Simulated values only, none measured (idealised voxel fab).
The process module presented herein is designated voxel wiring stack.
235 nm wide, 5 nm square cells: that's cross-section cut.
Cross-section format: a grid of square cells, given as bands from top to bottom; each band is one or more rows of cells. This entry defines a band. It first specifies the height of the band's top and the height of its bottom in nm, and then specifies the band's materials from left to right, stating each material with its width in nm. The word "all across" identifies a single material that fills the band from edge to edge, while the word "air" identifies empty space. Beneath 0, the wafer as received is one material, and that level is where height counting begins. The lowest band goes on downward without a bottom; it is written like "0 down". Width "30 to 40": first value at the band's top row of cells, second value at its bottom row, equal change from row to row. "nothing was modified" -> step changed no cross-section cell. "Fully closed voids" enumerates empty spaces isolated from the top, with no open way to it, that contain at least 8 cells, giving each as width x height at distance from the left edge, all three in nm. Anything after a step's settings on that line? It's the simulator's own note about the step. "overlay nm" answers the question of how far to the right of plan the mask lay on a step that has a mask, and when it is negative the answer is to the left.
# Set out below are the planned steps of the process
1: RECEIVE: material Si
2: CONFORMAL_DEP: material SiO2, thk nm 10
3: DIRECTIONAL_DEP: material TiN, thk nm 5
4: DIRECTIONAL_DEP: material Ru, thk nm 15
5: DIRECTIONAL_DEP: material aC, thk nm 15
6: PATTERN: tone cover, mask id METAL_1, material resist, width nm 20, pitch nm 50, thk nm 30, overlay nm 0
7: DIRECTIONAL_ETCH: etch materials aC, depth nm 15
8: STRIP: etch materials resist
9: DIRECTIONAL_ETCH: etch materials Ru, depth nm 15
10: DIRECTIONAL_ETCH: etch materials TiN, depth nm 5
11: STRIP: etch materials aC
12: CONFORMAL_DEP: material SiCN, thk nm 5
13: FILL_DEP: material SiO2, thk nm 5
14: CMP: height nm 30
15: CONFORMAL_DEP: material SiCN, thk nm 5
16: DIRECTIONAL_DEP: material SiO2, thk nm 15
17: DIRECTIONAL_DEP: material aC, thk nm 10
18: PATTERN: tone open, mask id PLUG_1, material resist, width nm 15, pitch nm 50, thk nm 25, overlay nm 0
19: DIRECTIONAL_ETCH: etch materials aC, depth nm 10
20: STRIP: etch materials resist
21: DIRECTIONAL_ETCH: etch materials SiO2, depth nm 15
22: DIRECTIONAL_ETCH: etch materials SiCN, depth nm 5
23: STRIP: etch materials aC
24: CONFORMAL_DEP: material TiN, thk nm 5
25: FILL_DEP: material Ru, thk nm 5
26: CMP: height nm 50
27: CONFORMAL_DEP: material SiN, thk nm 5
28: DIRECTIONAL_DEP: material lowk, thk nm 25
29: MASKED_ETCH: tone open, mask id METAL_2, width nm 20, pitch nm 50, etch materials lowk, depth nm 25, overlay nm 0
30: MASKED_ETCH: tone open, mask id METAL_2, width nm 20, pitch nm 50, etch materials SiN, depth nm 5, overlay nm 0
31: CONFORMAL_DEP: material TiN, thk nm 5
32: FILL_DEP: material W, thk nm 5
33: CMP: height nm 80
34: CONFORMAL_DEP: material SiCN, thk nm 5
35: DIRECTIONAL_DEP: material SiO2, thk nm 30
36: DIRECTIONAL_DEP: material aC, thk nm 10
37: PATTERN: tone open, mask id METAL_3_HOLES, material resist, width nm 15, thk nm 30, overlay nm 0
38: DIRECTIONAL_ETCH: etch materials aC, depth nm 10
39: STRIP: etch materials resist
40: DIRECTIONAL_ETCH: etch materials SiO2, depth nm 30
41: STRIP: etch materials aC
42: MASKED_ETCH: tone open, mask id METAL_3, width nm 20, pitch nm 50, etch materials SiO2, depth nm 15, overlay nm 0
43: MASKED_ETCH: tone open, mask id METAL_3, width nm 20, pitch nm 50, etch materials SiCN, depth nm 5, overlay nm 0
44: CONFORMAL_DEP: material TiN, thk nm 5
45: FILL_DEP: material Ru, thk nm 5
46: CMP: height nm 115
47: CONFORMAL_DEP: material SiN, thk nm 5
# As-received wafer cross-section (after step 1)
- 0 down = Si all across
- Fully closed voids: none
# Result of the module, cross-sectioned: start per above, plan per above, one error in how it was run
- 120 to 115 = SiN all across
- 115 to 110 = 80 SiCN | 20 TiN | 30 SiCN | 20 TiN | 85 SiCN
- 110 to 80 = SiO2 all across
- 80 to 55 = 80 lowk | 5 TiN | 10 W | 5 TiN | 30 lowk | 5 TiN | 10 W | 5 TiN | 85 lowk
- 55 to 50 = 80 SiN | 20 TiN | 30 SiN | 20 TiN | 85 SiN
- 50 to 35 = 80 SiO2 | 5 TiN | 5 Ru | 5 TiN | 35 SiO2 | 5 TiN | 5 Ru | 5 TiN | 90 SiO2
- 35 to 30 = 80 SiCN | 15 TiN | 35 SiCN | 15 TiN | 90 SiCN
- 30 to 15 = 75 SiO2 | 5 SiCN | 20 Ru | 5 SiCN | 20 SiO2 | 5 SiCN | 20 Ru | 5 SiCN | 80 SiO2
- 15 to 10 = 80 SiCN | 20 TiN | 30 SiCN | 20 TiN | 85 SiCN
- 10 to 0 = SiO2 all across
- 0 down = Si all across
- Fully closed voids: none
Against the plan, the run slipped here: transposition of steps 34 and 35 relative to the planned sequence
